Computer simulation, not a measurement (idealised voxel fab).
Module name: voxel fin reveal (process module)
Square cell edge 5 nm, section width 210 nm, ID cut.
Format of a cross-section: grid, square cells. Given as bands. Order: top down. Band: one or more rows of cells.
Top, bottom (nm), then materials left to right with widths (nm); lone material tagged "throughout" fills the whole band edge to edge; "air" = empty space.
It should be noted that heights are counted from 0, beneath which the wafer as supplied is of one material throughout, and that the lowest band possesses no lower boundary but continues downward, as written in "from 0 down".
With a width like "30 to 40", each row of cells in the band differs from the next by the same amount, the top row carrying the first number and the bottom row the second.
No cell of the cross-section changed in a step that is given as "nothing was modified".
Each empty space that has no open way to the top and spans at least 8 cells appears under "Non-vented voids" as width x height at distance, the distance counted from the left edge, all in nm.
after a step's settings: what the simulator itself notes on the step
overlay nm, on a step with a mask: how far to the right of its planned place the mask lay; to the left if negative

## Process steps - plan
1) RECEIVE,material Si
2) CONFORMAL_DEP,material SiN,thk nm 10
3) DIRECTIONAL_DEP,material aC,thk nm 15
4) PATTERN,tone cover,mask id FINS,material resist,width nm 15,pitch nm 40,thk nm 30,overlay nm 0
5) DIRECTIONAL_ETCH,etch materials aC,depth nm 15
6) STRIP,etch materials resist
7) DIRECTIONAL_ETCH,etch materials SiN,depth nm 10
8) DIRECTIONAL_ETCH,etch materials Si,depth nm 30
9) STRIP,etch materials aC
10) FILL_DEP,material SiO2,thk nm 15
11) CMP,height nm 10
12) SELECTIVE_ETCH,etch materials SiO2,depth nm 30
13) STRIP,etch materials SiN
14) CONFORMAL_DEP,material HfO2,thk nm 5
Every wafer here starts from the same state; it is the step 4 width nm that distinguishes them, and the value the plan gives belongs to the first wafer.

## So this is the first of several wafers, cross-sectioned as it came to us, meaning it's at the end of step 1
- from 0 down  Si throughout
- Non-vented voids: none

## Cross-section after step 14, the final step of the module, for the first of several wafers
- from 5 to 0  air=70 | HfO2=25 | air=15 | HfO2=25 | air=75
- from 0 to -15  air=70 | HfO2=5 | Si=15 | HfO2=5 | air=15 | HfO2=5 | Si=15 | HfO2=5 | air=75
- from -15 to -20  HfO2=75 | Si=15 | HfO2=25 | Si=15 | HfO2=80
- from -20 to -30  SiO2=75 | Si=15 | SiO2=25 | Si=15 | SiO2=80
- from -30 down  Si throughout
- Non-vented voids: none

## A cross-section through the last wafer at the close of the module
- from 5 to 0  air=65 | HfO2=35 | air=5 | HfO2=35 | air=70
- from 0 to -15  air=65 | HfO2=5 | Si=25 | HfO2=5 | air=5 | HfO2=5 | Si=25 | HfO2=5 | air=70
- from -15 to -20  HfO2=70 | Si=25 | HfO2=15 | Si=25 | HfO2=75
- from -20 to -30  SiO2=70 | Si=25 | SiO2=15 | Si=25 | SiO2=75
- from -30 down  Si throughout
- Non-vented voids: none

## each wafer at the end: cells of each material gained (+) or lost (-) since it was received, then its closed voids
width nm 15; +58 HfO2; -216 Si; +72 SiO2; Non-vented voids: none
width nm 20; +58 HfO2; -204 Si; +68 SiO2; Non-vented voids: none
width nm 25; +58 HfO2; -192 Si; +64 SiO2; Non-vented voids: none
